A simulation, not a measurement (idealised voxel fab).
Process module heading - voxel trench capacitor
The cross-section shown here is cut; it is 285 nm wide and divided into square cells measuring 5 nm on a side.
Format of a cross-section: grid, square cells. Given as bands. Order: top down. Band: one or more rows of cells.
Look at the band entry: it leads with the top's height and the bottom's height in nm. Then it lists the materials left to right, with a width in nm for each. The word "full width" on a single material says that material fills the band edge to edge. The word "blank" is empty space.
Basically, 0 is our baseline, since under it the wafer straight out of the box is all one material. The bottom band has no lower end and keeps on going down, so it looks like "0 nm and below".
The width entry "30..40" should be interpreted row by row: the top row of cells in the band takes the first number, the bottom row takes the second number, and the change between adjacent rows is uniform throughout.
"no change occurred" after a step means that no cell of the cross-section changed.
"Closed void roster" means: voids of 8 cells or more that are shut off from the top with no open way through. Written width x height at distance, distance from the left edge, in nm.
Whatever follows a step's settings on its line is a remark the simulator itself makes about that step.
The line of a step may include "overlay nm". On a step with a mask, this value is how far to the right of its planned place the mask lay. A negative value means the mask lay to the left.

# Process steps foreseen in the plan
1. RECEIVE,material Si
2. CONFORMAL_DEP,material SiN,thk nm 5
3. MASKED_ETCH,tone open,mask id TRENCH,width nm 30,pitch nm 50,etch materials SiN,depth nm 5,overlay nm 0
4. MASKED_ETCH,tone open,mask id TRENCH,width nm 30,pitch nm 50,etch materials Si,depth nm 25,overlay nm 0
5. CONFORMAL_DEP,material HfO2,thk nm 5
6. CONFORMAL_DEP,material TiN,thk nm 5
7. FILL_DEP,material W,thk nm 5
8. CMP,height nm 5

# Wafer as received: cross-section following step 1
0 nm and below = Si full width
Closed void roster: none

# Module complete, cross-section. Starting point and plan per above. One mistake made in running the module
5 nm to 0 nm = SiN=100  TiN=5  HfO2=5  W=10  HfO2=5  TiN=5  SiN=20  TiN=5  HfO2=5  W=10  HfO2=5  TiN=5  SiN=105
0 nm to -15 nm = Si=100  TiN=5  HfO2=5  W=10  HfO2=5  TiN=5  Si=20  TiN=5  HfO2=5  W=10  HfO2=5  TiN=5  Si=105
-15 nm to -20 nm = Si=100  TiN=5  HfO2=20  TiN=5  Si=20  TiN=5  HfO2=20  TiN=5  Si=105
-20 nm to -25 nm = Si=100  TiN=30  Si=20  TiN=30  Si=105
-25 nm and below = Si full width
Closed void roster: none
Want to know what went wrong? steps 5 and 6: order swapped relative to plan
